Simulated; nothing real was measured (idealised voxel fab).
process module | voxel wiring stack
cross-section cut | 230 nm wide | cells 5 nm
A cross-section is a grid of square cells, given in bands from the top down. A band is one or more rows of cells.
Each band's line starts with the height of the band's top and of its bottom, in nm. Then come its materials from left to right, each with its width in nm. One material with "throughout" fills the band from edge to edge. "air" is empty space.
Height 0 is the level under which the wafer as received is all one material. The lowest band goes on downwards, as in "0 down".
A width such as "30 to 40" changes by the same amount from each row of cells to the next, from the band's top row to its bottom row.
"no change" after a step means that no cell of the cross-section changed.
closed voids: empty space of 8 cells or more with no open way to the top, each as width x height at its distance from the left edge, in nm
after a step's settings: what the simulator itself notes on the step
overlay nm, on a step with a mask: how far to the right of its planned place the mask lay; to the left if negative
plan
1 op RECEIVE | material Si
2 op CONFORMAL_DEP | material SiO2 | thk nm 10
3 op DIRECTIONAL_DEP | material TiN | thk nm 5
4 op DIRECTIONAL_DEP | material Ru | thk nm 25
5 op MASKED_ETCH | tone cover | mask id METAL_1 | width nm 15 | pitch nm 40 | etch materials Ru | depth nm 25 | overlay nm 0
6 op MASKED_ETCH | tone cover | mask id METAL_1 | width nm 25 | pitch nm 40 | etch materials TiN | depth nm 5 | overlay nm 0
7 op CONFORMAL_DEP | material SiN | thk nm 5
8 op FILL_DEP | material lowk | thk nm 10
9 op CMP | height nm 40
10 op CONFORMAL_DEP | material SiCN | thk nm 5
11 op DIRECTIONAL_DEP | material SiO2 | thk nm 15
12 op DIRECTIONAL_DEP | material aC | thk nm 15
13 op PATTERN | tone open | mask id PLUG_1 | material resist | width nm 15 | pitch nm 80 | thk nm 35 | overlay nm 0
14 op DIRECTIONAL_ETCH | etch materials aC | depth nm 15
15 op STRIP | etch materials resist
16 op DIRECTIONAL_ETCH | etch materials SiO2 | depth nm 15
17 op DIRECTIONAL_ETCH | etch materials SiCN | depth nm 5
18 op STRIP | etch materials aC
19 op CONFORMAL_DEP | material TiN | thk nm 5
20 op FILL_DEP | material Ru | thk nm 5
21 op CMP | height nm 60
22 op DIRECTIONAL_DEP | material TiN | thk nm 5
23 op DIRECTIONAL_DEP | material Ru | thk nm 20
24 op MASKED_ETCH | tone cover | mask id METAL_2 | width nm 25 | pitch nm 40 | etch materials Ru | depth nm 20 | overlay nm 0
25 op MASKED_ETCH | tone cover | mask id METAL_2 | width nm 25 | pitch nm 40 | etch materials TiN | depth nm 5 | overlay nm 0
26 op CONFORMAL_DEP | material SiN | thk nm 5
27 op FILL_DEP | material lowk | thk nm 10
28 op CMP | height nm 85
29 op CONFORMAL_DEP | material SiCN | thk nm 5
varied across the wafers: width nm of step 5. The plan shows the first wafer's value. All wafers start alike
first wafer as received, after step 1
  0 down: Si throughout
  closed voids: none
first wafer at the end, after step 29
  90 to 85: SiCN throughout
  85 to 65: lowk 35 | SiN 5 | Ru 25 | SiN 5 | lowk 5 | SiN 5 | Ru 25 | SiN 5 | lowk 5 | SiN 5 | Ru 25 | SiN 5 | lowk 5 | SiN 5 | Ru 25 | SiN 5 | lowk 40
  65 to 60: SiN 40 | TiN 25 | SiN 15 | TiN 25 | SiN 15 | TiN 25 | SiN 15 | TiN 25 | SiN 45
  60 to 45: SiO2 40 | TiN 5 | Ru 5 | TiN 5 | SiO2 65 | TiN 5 | Ru 5 | TiN 5 | SiO2 95
  45 to 40: SiCN 40 | TiN 15 | SiCN 65 | TiN 15 | SiCN 95
  40 to 20: lowk 40 | SiN 5 | Ru 15 | SiN 5 | lowk 15 | SiN 5 | Ru 15 | SiN 5 | lowk 15 | SiN 5 | Ru 15 | SiN 5 | lowk 15 | SiN 5 | Ru 15 | SiN 5 | lowk 45
  20 to 15: lowk 35 | SiN 10 | Ru 15 | SiN 10 | lowk 5 | SiN 10 | Ru 15 | SiN 10 | lowk 5 | SiN 10 | Ru 15 | SiN 10 | lowk 5 | SiN 10 | Ru 15 | SiN 10 | lowk 40
  15 to 10: SiN 40 | TiN 25 | SiN 15 | TiN 25 | SiN 15 | TiN 25 | SiN 15 | TiN 25 | SiN 45
  10 to 0: SiO2 throughout
  0 down: Si throughout
  closed voids: none
last wafer at the end
  90 to 85: SiCN throughout
  85 to 65: lowk 35 | SiN 5 | Ru 25 | SiN 5 | lowk 5 | SiN 5 | Ru 25 | SiN 5 | lowk 5 | SiN 5 | Ru 25 | SiN 5 | lowk 5 | SiN 5 | Ru 25 | SiN 5 | lowk 40
  65 to 60: SiN 40 | TiN 25 | SiN 15 | TiN 25 | SiN 15 | TiN 25 | SiN 15 | TiN 25 | SiN 45
  60 to 45: SiO2 40 | TiN 5 | Ru 5 | TiN 5 | SiO2 65 | TiN 5 | Ru 5 | TiN 5 | SiO2 95
  45 to 40: SiCN 40 | TiN 15 | SiCN 65 | TiN 15 | SiCN 95
  40 to 15: lowk 35 | SiN 5 | Ru 25 | SiN 5 | lowk 5 | SiN 5 | Ru 25 | SiN 5 | lowk 5 | SiN 5 | Ru 25 | SiN 5 | lowk 5 | SiN 5 | Ru 25 | SiN 5 | lowk 40
  15 to 10: SiN 40 | TiN 25 | SiN 15 | TiN 25 | SiN 15 | TiN 25 | SiN 15 | TiN 25 | SiN 45
  10 to 0: SiO2 throughout
  0 down: Si throughout
  closed voids: none
each wafer at the end: cells of each material gained (+) or lost (-) since it was received, then its closed voids
width nm 15 | +146 Ru | +86 SiCN | +132 SiN | +212 SiO2 | +58 TiN | +194 lowk | closed voids: none
width nm 20 | +166 Ru | +86 SiCN | +128 SiN | +212 SiO2 | +58 TiN | +178 lowk | closed voids: none
width nm 25 | +186 Ru | +86 SiCN | +124 SiN | +212 SiO2 | +58 TiN | +162 lowk | closed voids: none
